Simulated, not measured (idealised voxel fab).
The process module that follows is named voxel gate over fins.
We display cut, a cross-section 220 nm in width whose square cells are each 5 nm.
Each cross-section below is a grid of square cells, stated as bands in top-down order, with one or more rows of cells making up each band. Look at the band entry: it leads with the top's height and the bottom's height in nm. Then it lists the materials left to right, with a width in nm for each. The word "full width" on a single material says that material fills the band edge to edge. The word "air" is empty space. Where do heights start? At 0: under that level the wafer as delivered is made of one material only. And the lowest band has no floor; it just carries on downward, as in "top 0, no bottom". Top row gets the first number, bottom row gets the second, and each row in between changes by the same step: that is how a band width like "30 to 40" works. "same as before" -> step changed no cross-section cell. In "Closed empty spaces" the enclosed voids are listed, meaning empty spaces of 8 cells or larger without any opening to the top. The form is width x height at distance, distance from the left edge, units nm. That trailing text on a step's line, after the settings, is the simulator's own remark on the step. If you see "overlay nm" on a step's line and that step has a mask, it's telling you how far right of where it was planned the mask ended up; a negative number means it went left instead.
### List of planned process steps
1,op RECEIVE | material Si
2,op CONFORMAL_DEP | material SiN | thk nm 10
3,op PATTERN | tone cover | mask id FINS | material resist | width nm 15 | pitch nm 50 | thk nm 20 | overlay nm 0
4,op DIRECTIONAL_ETCH | etch materials SiN | depth nm 10
5,op DIRECTIONAL_ETCH | etch materials Si | depth nm 40
6,op STRIP | etch materials resist
7,op OXIDIZE | depth nm 5
8,op FILL_DEP | material SiO2 | thk nm 5
9,op CMP | height nm 10
10,op DIRECTIONAL_DEP | material aC | thk nm 10
11,op PATTERN | tone open | mask id RAIL | material resist | width nm 15 | thk nm 25 | overlay nm 0
12,op DIRECTIONAL_ETCH | etch materials aC | depth nm 10
13,op STRIP | etch materials resist
14,op DIRECTIONAL_ETCH | etch materials SiO2 | depth nm 45
15,op STRIP | etch materials aC
16,op CONFORMAL_DEP | material TiN | thk nm 5
17,op FILL_DEP | material W | thk nm 10
18,op CMP | height nm 10
19,op SELECTIVE_ETCH | etch materials W Ru TiN | depth nm 30
20,op FILL_DEP | material SiO2 | thk nm 5
21,op CMP | height nm 10
22,op SELECTIVE_ETCH | etch materials SiO2 | depth nm 20
23,op STRIP | etch materials SiN
24,op CONFORMAL_DEP | material HfO2 | thk nm 5
25,op CONFORMAL_DEP | material TiN | thk nm 5
26,op FILL_DEP | material W | thk nm 15
27,op CMP | height nm 20
28,op CONFORMAL_DEP | material SiCN | thk nm 5
### Delivered wafer in cross-section: state after step 1
    top 0, no bottom: Si full width
    Closed empty spaces: none
### First of two wafers: cross-section at end of module, run per plan
    top 25, bottom 20: SiCN full width
    top 20, bottom 10: W full width
    top 10, bottom 5: W 20 nm, TiN 25 nm, W 25 nm, TiN 25 nm, W 25 nm, TiN 25 nm, W 25 nm, TiN 25 nm, W 25 nm
    top 5, bottom 0: W 20 nm, TiN 5 nm, HfO2 15 nm, TiN 5 nm, W 25 nm, TiN 5 nm, HfO2 15 nm, TiN 5 nm, W 25 nm, TiN 5 nm, HfO2 15 nm, TiN 5 nm, W 25 nm, TiN 5 nm, HfO2 15 nm, TiN 5 nm, W 25 nm
    top 0, bottom -5: TiN 25 nm, HfO2 5 nm, Si 5 nm, HfO2 5 nm, TiN 35 nm, HfO2 5 nm, Si 5 nm, HfO2 5 nm, TiN 35 nm, HfO2 5 nm, Si 5 nm, HfO2 5 nm, TiN 35 nm, HfO2 5 nm, Si 5 nm, HfO2 5 nm, TiN 30 nm
    top -5, bottom -10: HfO2 30 nm, Si 5 nm, HfO2 45 nm, Si 5 nm, HfO2 45 nm, Si 5 nm, HfO2 45 nm, Si 5 nm, HfO2 35 nm
    top -10, bottom -20: SiO2 30 nm, Si 5 nm, SiO2 45 nm, Si 5 nm, SiO2 45 nm, Si 5 nm, SiO2 45 nm, Si 5 nm, SiO2 35 nm
    top -20, bottom -30: SiO2 30 nm, Si 5 nm, SiO2 15 nm, TiN 5 nm, W 5 nm, TiN 5 nm, SiO2 15 nm, Si 5 nm, SiO2 45 nm, Si 5 nm, SiO2 45 nm, Si 5 nm, SiO2 35 nm
    top -30, bottom -35: SiO2 30 nm, Si 5 nm, SiO2 15 nm, TiN 15 nm, SiO2 15 nm, Si 5 nm, SiO2 45 nm, Si 5 nm, SiO2 45 nm, Si 5 nm, SiO2 35 nm
    top -35, bottom -45: SiO2 30 nm, Si 5 nm, SiO2 45 nm, Si 5 nm, SiO2 45 nm, Si 5 nm, SiO2 45 nm, Si 5 nm, SiO2 35 nm
    top -45, no bottom: Si full width
    Closed empty spaces: none
### Second wafer cross-section at end of module - shared start and plan with the first, one mistake in the run
    top 25, bottom 20: SiCN full width
    top 20, bottom 10: W full width
    top 10, bottom 5: W 20 nm, TiN 25 nm, W 25 nm, TiN 25 nm, W 25 nm, TiN 25 nm, W 25 nm, TiN 25 nm, W 25 nm
    top 5, bottom 0: W 20 nm, TiN 5 nm, HfO2 15 nm, TiN 5 nm, W 25 nm, TiN 5 nm, HfO2 15 nm, TiN 5 nm, W 25 nm, TiN 5 nm, HfO2 15 nm, TiN 5 nm, W 25 nm, TiN 5 nm, HfO2 15 nm, TiN 5 nm, W 25 nm
    top 0, bottom -5: TiN 25 nm, HfO2 5 nm, Si 5 nm, HfO2 5 nm, TiN 35 nm, HfO2 5 nm, Si 5 nm, HfO2 5 nm, TiN 35 nm, HfO2 5 nm, Si 5 nm, HfO2 5 nm, TiN 35 nm, HfO2 5 nm, Si 5 nm, HfO2 5 nm, TiN 30 nm
    top -5, bottom -10: HfO2 30 nm, Si 5 nm, HfO2 45 nm, Si 5 nm, HfO2 45 nm, Si 5 nm, HfO2 45 nm, Si 5 nm, HfO2 35 nm
    top -10, bottom -20: SiO2 30 nm, Si 5 nm, SiO2 45 nm, Si 5 nm, SiO2 45 nm, Si 5 nm, SiO2 45 nm, Si 5 nm, SiO2 35 nm
    top -20, bottom -30: SiO2 30 nm, Si 5 nm, SiO2 25 nm, TiN 5 nm, W 5 nm, TiN 5 nm, SiO2 5 nm, Si 5 nm, SiO2 45 nm, Si 5 nm, SiO2 45 nm, Si 5 nm, SiO2 35 nm
    top -30, bottom -35: SiO2 30 nm, Si 5 nm, SiO2 25 nm, TiN 15 nm, SiO2 5 nm, Si 5 nm, SiO2 45 nm, Si 5 nm, SiO2 45 nm, Si 5 nm, SiO2 35 nm
    top -35, bottom -45: SiO2 30 nm, Si 5 nm, SiO2 45 nm, Si 5 nm, SiO2 45 nm, Si 5 nm, SiO2 45 nm, Si 5 nm, SiO2 35 nm
    top -45, no bottom: Si full width
    Closed empty spaces: none
In executing the process, a mistake was made relative to the plan: planned and actual differ for step 11; actual: op PATTERN | tone open | mask id RAIL | material resist | width nm 15 | thk nm 25 | overlay nm 10
If you tally the cells, the second wafer ends up with the same amount of every material as the first; it's all just sitting in different places.
